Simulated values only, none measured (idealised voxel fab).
Process module name: voxel transistor to metal
Cross-sectional view cut (width: 195 nm; square cell size: 5 nm).
Cross-sections here: square-cell grids, written as top-down lists of bands, a band being one or more rows of cells.
First you get the band's top height and its bottom height, in nm, and then the materials it's made of, left to right, with each width in nm. If you see a single material with "everywhere", that one covers the band edge to edge. "blank" is empty space.
All heights in this document are referenced to 0, defined as the level beneath which the wafer, as received, consists entirely of one material. The lowest band is not bounded below; it extends indefinitely downward and is written in the form "0 -> down".
It should be noted that a width expressed as "30 to 40" varies in equal increments from row to row of cells within the band, taking the value of the first number at the top row and that of the second number at the bottom row.
"nothing different" for a step: no cell of the cross-section changed in that step.
So "Enclosed internal voids" is basically the list of trapped voids: any empty space of 8 cells or more that can't reach the top through an opening. They're written width x height at distance, the distance being from the left edge, and it's all nm.
It should be noted that, on the line of a given step, the content following the step's settings is a remark produced by the simulator itself with respect to that step.
On any step carrying a mask, the "overlay nm" setting, if present on the step's line, tells how far right of its planned place the mask lay; negative values point to the left.

# Planned process steps
1) RECEIVE, material Si
2) CONFORMAL_DEP, material SiO2, thk nm 5
3) CONFORMAL_DEP, material SiN, thk nm 10
4) DIRECTIONAL_DEP, material aC, thk nm 10
5) PATTERN, tone cover, mask id ACTIVE, material resist, width nm 115, thk nm 25, overlay nm 0
6) DIRECTIONAL_ETCH, etch materials aC, depth nm 10
7) STRIP, etch materials resist
8) DIRECTIONAL_ETCH, etch materials SiN, depth nm 10
9) DIRECTIONAL_ETCH, etch materials SiO2, depth nm 5
10) DIRECTIONAL_ETCH, etch materials Si, depth nm 25
11) STRIP, etch materials aC
12) FILL_DEP, material SiO2, thk nm 5
13) CMP, height nm 15
14) SELECTIVE_ETCH, etch materials SiO2, depth nm 10
15) STRIP, etch materials SiN
16) SELECTIVE_ETCH, etch materials SiO2, depth nm 5
17) OXIDIZE, depth nm 5
18) DIRECTIONAL_DEP, material polySi, thk nm 25
19) DIRECTIONAL_DEP, material SiCN, thk nm 15
20) MASKED_ETCH, tone cover, mask id GATE, width nm 25, etch materials SiCN, depth nm 25, overlay nm 0
21) MASKED_ETCH, tone cover, mask id GATE, width nm 25, etch materials polySi, depth nm 35, overlay nm 0
22) CONFORMAL_DEP, material SiO2, thk nm 5
23) DIRECTIONAL_ETCH, etch materials SiO2, depth nm 5
24) CONFORMAL_DEP, material SiN, thk nm 10
25) DIRECTIONAL_ETCH, etch materials SiN, depth nm 10
26) DIRECTIONAL_ETCH, etch materials SiO2, depth nm 5
27) DIRECTIONAL_ETCH, etch materials Si, depth nm 5
28) EPI, material SiGe, thk nm 10
29) FILL_DEP, material SiO2, thk nm 5
30) CMP, height nm 25
31) STRIP, etch materials polySi
32) SELECTIVE_ETCH, etch materials SiO2, depth nm 5
33) CONFORMAL_DEP, material HfO2, thk nm 5
34) CONFORMAL_DEP, material TiN, thk nm 5
35) FILL_DEP, material W, thk nm 5
36) CMP, height nm 20
37) DIRECTIONAL_DEP, material SiO2, thk nm 10
38) MASKED_ETCH, tone open, mask id CONTACT, width nm 20, pitch nm 75, etch materials SiO2, depth nm 30, overlay nm 0
39) CONFORMAL_DEP, material TiN, thk nm 5
40) FILL_DEP, material W, thk nm 5
41) CMP, height nm 30
42) CONFORMAL_DEP, material SiCN, thk nm 5
43) DIRECTIONAL_DEP, material SiO2, thk nm 15
44) DIRECTIONAL_DEP, material aC, thk nm 15
45) PATTERN, tone open, mask id METAL_1, material resist, width nm 20, pitch nm 75, thk nm 30, overlay nm 0
46) DIRECTIONAL_ETCH, etch materials aC, depth nm 15
47) STRIP, etch materials resist
48) DIRECTIONAL_ETCH, etch materials SiO2, depth nm 15
49) DIRECTIONAL_ETCH, etch materials SiCN, depth nm 5
50) STRIP, etch materials aC
51) CONFORMAL_DEP, material TiN, thk nm 5
52) FILL_DEP, material Ru, thk nm 5
53) CMP, height nm 50
54) CONFORMAL_DEP, material SiN, thk nm 5

# Cross-section of the wafer upon arrival, representing the state reached after step 1
> 0 -> down | Si everywhere
> Enclosed internal voids: none

# End-of-module XS, first of two wafers, run as planned
> 55 -> 50 | SiN everywhere
> 50 -> 35 | SiO2=50  TiN=5  Ru=10  TiN=5  SiO2=55  TiN=5  Ru=10  TiN=5  SiO2=50
> 35 -> 30 | SiCN=50  TiN=20  SiCN=55  TiN=20  SiCN=50
> 30 -> 20 | SiO2=50  TiN=5  W=10  TiN=5  SiO2=55  TiN=5  W=10  TiN=5  SiO2=50
> 20 -> 10 | SiO2=50  TiN=5  W=10  TiN=5  SiN=10  HfO2=5  TiN=5  W=15  TiN=5  HfO2=5  SiN=10  TiN=5  W=10  TiN=5  SiO2=50
> 10 -> 5 | SiO2=50  TiN=20  SiN=10  HfO2=5  TiN=5  W=15  TiN=5  HfO2=5  SiN=10  TiN=20  SiO2=50
> 5 -> 0 | SiO2=50  TiN=10  SiGe=10  SiN=10  HfO2=5  TiN=25  HfO2=5  SiN=10  SiGe=10  TiN=10  SiO2=50
> 0 -> -5 | SiO2=35  SiGe=35  SiO2=10  HfO2=35  SiO2=10  SiGe=35  SiO2=35
> -5 -> -10 | SiO2=40  SiGe=30  Si=55  SiGe=30  SiO2=40
> -10 -> -25 | SiO2=40  Si=115  SiO2=40
> -25 -> down | Si everywhere
> Enclosed internal voids: none

# Second wafer of the two, sectioned at the end of the module. It began like the first and followed the same plan, but one mistake was made while running it
> 55 -> 50 | SiN everywhere
> 50 -> 35 | SiO2=50  TiN=5  Ru=10  TiN=5  SiO2=55  TiN=5  Ru=10  TiN=5  SiO2=50
> 35 -> 30 | SiCN=50  TiN=20  SiCN=55  TiN=20  SiCN=50
> 30 -> 20 | SiO2=50  TiN=5  W=10  TiN=5  SiO2=55  TiN=5  W=10  TiN=5  SiO2=50
> 20 -> 10 | SiO2=50  TiN=5  W=10  TiN=5  SiN=10  TiN=5  W=25  TiN=5  SiN=10  TiN=5  W=10  TiN=5  SiO2=50
> 10 -> 5 | SiO2=50  TiN=20  SiN=10  TiN=5  W=25  TiN=5  SiN=10  TiN=20  SiO2=50
> 5 -> 0 | SiO2=50  TiN=10  SiGe=10  SiN=10  TiN=5  W=25  TiN=5  SiN=10  SiGe=10  TiN=10  SiO2=50
> 0 -> -5 | SiO2=35  SiGe=35  SiO2=10  TiN=35  SiO2=10  SiGe=35  SiO2=35
> -5 -> -10 | SiO2=40  SiGe=30  Si=55  SiGe=30  SiO2=40
> -10 -> -25 | SiO2=40  Si=115  SiO2=40
> -25 -> down | Si everywhere
> Enclosed internal voids: none
It is concluded that the wafer was processed incorrectly with respect to the plan, in that it should be noted that step 33 of the plan was omitted and was not performed
Upon completion, the second wafer contains, in terms of cells, a greater or smaller amount of certain materials than the first wafer: HfO2: 15 fewer | TiN: 4 more | W: 11 more
